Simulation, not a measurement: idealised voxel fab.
process module | voxel wiring stack
cross-section cut | 195 nm wide | cells 5 nm
A cross-section is a grid of square cells, given in bands from the top down. A band is one or more rows of cells.
Each band's line starts with the height of the band's top and of its bottom, in nm. Then come its materials from left to right, each with its width in nm. One material with "throughout" fills the band from edge to edge. "air" is empty space.
Height 0 is the level under which the wafer as received is all one material. The lowest band goes on downwards, as in "0 down".
A width such as "30 to 40" changes by the same amount from each row of cells to the next, from the band's top row to its bottom row.
"no change" after a step means that no cell of the cross-section changed.
closed voids: empty space of 8 cells or more with no open way to the top, each as width x height at its distance from the left edge, in nm
after a step's settings: what the simulator itself notes on the step
overlay nm, on a step with a mask: how far to the right of its planned place the mask lay; to the left if negative
plan
1 op RECEIVE | material Si
2 op CONFORMAL_DEP | material SiO2 | thk nm 15
3 op CONFORMAL_DEP | material SiCN | thk nm 5
4 op DIRECTIONAL_DEP | material SiO2 | thk nm 20
5 op MASKED_ETCH | tone open | mask id METAL_1 | width nm 30 | pitch nm 45 | etch materials SiO2 | depth nm 20 | overlay nm 0
6 op MASKED_ETCH | tone open | mask id METAL_1 | width nm 30 | pitch nm 45 | etch materials SiCN | depth nm 5 | overlay nm 0
7 op CONFORMAL_DEP | material TiN | thk nm 5
8 op FILL_DEP | material W | thk nm 10
9 op CMP | height nm 40
10 op CONFORMAL_DEP | material SiCN | thk nm 5
11 op DIRECTIONAL_DEP | material SiO2 | thk nm 15
12 op MASKED_ETCH | tone open | mask id PLUG_1 | width nm 15 | pitch nm 45 | etch materials SiO2 | depth nm 15 | overlay nm 0
13 op MASKED_ETCH | tone open | mask id PLUG_1 | width nm 15 | pitch nm 45 | etch materials SiCN | depth nm 5 | overlay nm 0
14 op CONFORMAL_DEP | material TiN | thk nm 5
15 op FILL_DEP | material Cu | thk nm 10
16 op CMP | height nm 60
17 op CONFORMAL_DEP | material SiCN | thk nm 5
18 op DIRECTIONAL_DEP | material lowk | thk nm 25
19 op DIRECTIONAL_DEP | material aC | thk nm 10
20 op PATTERN | tone open | mask id METAL_2 | material resist | width nm 30 | pitch nm 45 | thk nm 30 | overlay nm 0
21 op DIRECTIONAL_ETCH | etch materials aC | depth nm 10
22 op STRIP | etch materials resist
23 op DIRECTIONAL_ETCH | etch materials lowk | depth nm 25
24 op DIRECTIONAL_ETCH | etch materials SiCN | depth nm 5
25 op STRIP | etch materials aC
26 op CONFORMAL_DEP | material TiN | thk nm 5
27 op FILL_DEP | material Ru | thk nm 10
28 op CMP | height nm 90
29 op CONFORMAL_DEP | material SiCN | thk nm 5
as received, after step 1
  0 down: Si throughout
  closed voids: none
first wafer at the end, as planned
  95 to 90: SiCN throughout
  90 to 65: lowk 60 | TiN 5 | Ru 20 | TiN 5 | lowk 15 | TiN 5 | Ru 20 | TiN 5 | lowk 60
  65 to 60: SiCN 60 | TiN 30 | SiCN 15 | TiN 30 | SiCN 60
  60 to 45: SiO2 60 | TiN 5 | Cu 5 | TiN 5 | SiO2 30 | TiN 5 | Cu 5 | TiN 5 | SiO2 75
  45 to 40: SiCN 60 | TiN 15 | SiCN 30 | TiN 15 | SiCN 75
  40 to 20: SiO2 60 | TiN 5 | W 20 | TiN 5 | SiO2 15 | TiN 5 | W 20 | TiN 5 | SiO2 60
  20 to 15: SiCN 60 | TiN 30 | SiCN 15 | TiN 30 | SiCN 60
  15 to 0: SiO2 throughout
  0 down: Si throughout
  closed voids: none
second wafer at the end: like start, like plan, one mistake
  95 to 90: lowk throughout
  90 to 65: lowk 60 | TiN 5 | Ru 20 | TiN 5 | lowk 15 | TiN 5 | Ru 20 | TiN 5 | lowk 60
  65 to 60: SiCN 60 | TiN 30 | SiCN 15 | TiN 30 | SiCN 60
  60 to 45: SiO2 60 | TiN 5 | Cu 5 | TiN 5 | SiO2 30 | TiN 5 | Cu 5 | TiN 5 | SiO2 75
  45 to 40: SiCN 60 | TiN 15 | SiCN 30 | TiN 15 | SiCN 75
  40 to 20: SiO2 60 | TiN 5 | W 20 | TiN 5 | SiO2 15 | TiN 5 | W 20 | TiN 5 | SiO2 60
  20 to 15: SiCN 60 | TiN 30 | SiCN 15 | TiN 30 | SiCN 60
  15 to 0: SiO2 throughout
  0 down: Si throughout
  closed voids: none
what went wrong: step 29 ran as: op CONFORMAL_DEP | material lowk | thk nm 5
at the end the second wafer has, in cells: 39 fewer of SiCN | 39 more of lowk
